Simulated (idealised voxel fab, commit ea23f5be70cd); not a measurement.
process module | voxel lift off
cross-section cut | 155 nm wide | cells 5 nm
A cross-section is a grid of square cells, given in bands from the top down. A band is one or more rows of cells.
Each band's line starts with the height of the band's top and of its bottom, in nm. Then come its materials from left to right, each with its width in nm. One material with "throughout" fills the band from edge to edge. "air" is empty space.
Height 0 is the level under which the wafer as received is all one material. The lowest band goes on downwards, as in "0 down".
A width such as "30 to 40" changes by the same amount from each row of cells to the next, from the band's top row to its bottom row.
"no change" after a step means that no cell of the cross-section changed.
closed voids: empty space of 8 cells or more with no open way to the top, each as width x height at its distance from the left edge, in nm
after a step's settings: what the simulator itself notes on the step
overlay nm, on a step with a mask: how far to the right of its planned place the mask lay; to the left if negative
plan
1 op RECEIVE | material Si
2 op CONFORMAL_DEP | material SiN | thk nm 10
3 op PATTERN | tone open | mask id LINES | material resist | width nm 25 | pitch nm 40 | thk nm 30 | overlay nm 0
4 op DIRECTIONAL_DEP | material Ru | thk nm 15
5 op STRIP | etch materials resist
6 op CONFORMAL_DEP | material SiCN | thk nm 5
first wafer, as planned
as received, after step 1
  0 down: Si throughout
  closed voids: none
after step 2
  10 to 0: SiN throughout
  below 0: unchanged
after step 3
  40 to 10: resist 25 | air 25 | resist 15 | air 25 | resist 15 | air 25 | resist 25
  below 10: unchanged
after step 4
  55 to 40: Ru 25 | air 25 | Ru 15 | air 25 | Ru 15 | air 25 | Ru 25
  40 to 25: resist 25 | air 25 | resist 15 | air 25 | resist 15 | air 25 | resist 25
  25 to 10: resist 25 | Ru 25 | resist 15 | Ru 25 | resist 15 | Ru 25 | resist 25
  below 10: unchanged
after step 5
  25 to 10: air 25 | Ru 25 | air 15 | Ru 25 | air 15 | Ru 25 | air 25
  below 10: unchanged
after step 6
  30 to 25: air 20 | SiCN 35 | air 5 | SiCN 35 | air 5 | SiCN 35 | air 20
  25 to 15: air 20 | SiCN 5 | Ru 25 | SiCN 5 | air 5 | SiCN 5 | Ru 25 | SiCN 5 | air 5 | SiCN 5 | Ru 25 | SiCN 5 | air 20
  15 to 10: SiCN 25 | Ru 25 | SiCN 15 | Ru 25 | SiCN 15 | Ru 25 | SiCN 25
  below 10: unchanged
second wafer: like start, like plan, one mistake. Through step 3 it matches the first wafer
when step 4 should have ended: no change
when step 5 should have ended
  10 to 0: SiN throughout
  below 0: unchanged
when step 6 should have ended
  15 to 10: SiCN throughout
  below 10: unchanged
what went wrong: step 4 was left out
at the end the second wafer has, in cells: 45 fewer of Ru | 18 fewer of SiCN
